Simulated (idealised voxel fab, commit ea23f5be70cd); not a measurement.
A process module follows: voxel capacitor over wiring.
In the cross-section labelled cut, the width is 215 nm and each square cell is 5 nm.
Throughout this document, each cross-section is represented as a grid of square cells and is presented as a sequence of bands enumerated from the top downward, where a band comprises one or more rows of cells.
Basically the band line says how high the top is and how high the bottom is, in nm, and then what's in it from left to right, every material with its width in nm. Empty space shows up as "air", and if a single material carries "throughout" it runs the full band edge to edge.
Basically, 0 is our baseline, since under it the wafer straight out of the box is all one material. The bottom band has no lower end and keeps on going down, so it looks like "from 0 down".
The notation "30 to 40" denotes a width that varies across the rows of cells in the band, beginning at the first number in the top row, finishing at the second number in the bottom row, and changing by an identical amount from each row to the next.
The cross-section has no changed cell in any step marked "no change".
Each empty space that has no open way to the top and spans at least 8 cells appears under "Trapped voids" as width x height at distance, the distance counted from the left edge, all in nm.
If you see something after the settings on a step's line, that's the simulator's own remark about that step.
When a step includes a mask, the "overlay nm" setting on its line states how far to the right of its planned place that mask lay, and negative values state how far to the left.

[These are the steps we planned for the process]
1: RECEIVE: material Si
2: CONFORMAL_DEP: material SiO2, thk nm 15
3: DIRECTIONAL_DEP: material TiN, thk nm 5
4: DIRECTIONAL_DEP: material Ru, thk nm 25
5: PATTERN: tone cover, mask id METAL_1, material resist, width nm 20, pitch nm 80, thk nm 15, overlay nm 0
6: DIRECTIONAL_ETCH: etch materials Ru, depth nm 25
7: DIRECTIONAL_ETCH: etch materials TiN, depth nm 5
8: STRIP: etch materials resist
9: FILL_DEP: material SiO2, thk nm 5
10: CMP: height nm 45
11: CONFORMAL_DEP: material SiCN, thk nm 5
12: DIRECTIONAL_DEP: material SiO2, thk nm 10
13: PATTERN: tone open, mask id PLUG_1, material resist, width nm 15, thk nm 15, overlay nm 0
14: DIRECTIONAL_ETCH: etch materials SiO2, depth nm 10
15: DIRECTIONAL_ETCH: etch materials SiCN, depth nm 5
16: STRIP: etch materials resist
17: EPI: material Ru, thk nm 10
18: EPI: material Ru, thk nm 5
19: DIRECTIONAL_DEP: material TiN, thk nm 10
20: DIRECTIONAL_DEP: material Al2O3, thk nm 5
21: DIRECTIONAL_DEP: material TiN, thk nm 5
22: DIRECTIONAL_DEP: material aC, thk nm 15
23: PATTERN: tone cover, mask id UPPER_PLATE, material resist, width nm 65, thk nm 30, overlay nm 0
24: DIRECTIONAL_ETCH: etch materials aC, depth nm 15
25: STRIP: etch materials resist
26: DIRECTIONAL_ETCH: etch materials TiN, depth nm 5
27: DIRECTIONAL_ETCH: etch materials Al2O3, depth nm 5
28: STRIP: etch materials aC
29: PATTERN: tone cover, mask id LOWER_PLATE, material resist, width nm 75, thk nm 20, overlay nm 0
30: DIRECTIONAL_ETCH: etch materials TiN, depth nm 10
31: STRIP: etch materials resist
32: FILL_DEP: material SiO2, thk nm 15
33: CMP: height nm 90
34: PATTERN: tone open, mask id PLUG_2, material resist, width nm 15, thk nm 15, overlay nm 0
35: DIRECTIONAL_ETCH: etch materials SiO2, depth nm 10
36: STRIP: etch materials resist
37: CONFORMAL_DEP: material TiN, thk nm 5
38: FILL_DEP: material W, thk nm 10
39: CMP: height nm 90
40: CONFORMAL_DEP: material SiCN, thk nm 5

[As-received state of the wafer in cross-section, equivalent to post-step 1]
- from 0 down: Si throughout
- Trapped voids: none

[Cross-section taken at module completion on the first of two wafers; processed per the plan]
- from 95 to 90: SiCN throughout
- from 90 to 85: SiO2 (70)  TiN (5)  W (5)  TiN (5)  SiO2 (130)
- from 85 to 75: SiO2 (70 to 60)  TiN (15 to 65)  SiO2 (130 to 90)
- from 75 to 70: SiO2 (60)  Al2O3 (65)  SiO2 (90)
- from 70 to 60: SiO2 (55)  TiN (75)  SiO2 (85)
- from 60 to 50: SiO2 (60)  Ru (15)  SiO2 (140)
- from 50 to 45: SiCN (60)  Ru (15)  SiCN (140)
- from 45 to 20: SiO2 (55)  Ru (20)  SiO2 (60)  Ru (20)  SiO2 (60)
- from 20 to 15: SiO2 (55)  TiN (20)  SiO2 (60)  TiN (20)  SiO2 (60)
- from 15 to 0: SiO2 throughout
- from 0 down: Si throughout
- Trapped voids: none

[Same start, same plan as the first wafer - but one mistake in the run. Cross-section of the second of the two at the end of the module]
- from 95 to 90: SiCN throughout
- from 90 to 85: SiO2 (70)  TiN (5)  W (5)  TiN (5)  SiO2 (130)
- from 85 to 75: SiO2 (70 to 75)  TiN (15 to 50)  SiO2 (130 to 90)
- from 75 to 70: SiO2 (60)  TiN (15)  Al2O3 (50)  SiO2 (90)
- from 70 to 65: SiO2 (55)  TiN (5)  Al2O3 (15)  TiN (55)  SiO2 (85)
- from 65 to 60: SiO2 (55)  TiN (75)  SiO2 (85)
- from 60 to 55: SiCN (60)  TiN (15)  SiCN (140)
- from 55 to 45: SiO2 throughout
- from 45 to 20: SiO2 (55)  Ru (20)  SiO2 (60)  Ru (20)  SiO2 (60)
- from 20 to 15: SiO2 (55)  TiN (20)  SiO2 (60)  TiN (20)  SiO2 (60)
- from 15 to 0: SiO2 throughout
- from 0 down: Si throughout
- Trapped voids: none
What was the processing mistake? steps 11 and 12 got flipped, so each one ran where the other should have
Per the end-of-run cell counts, the second wafer holds more or fewer of some materials than the first: Ru: 9 fewer | SiO2: 9 more
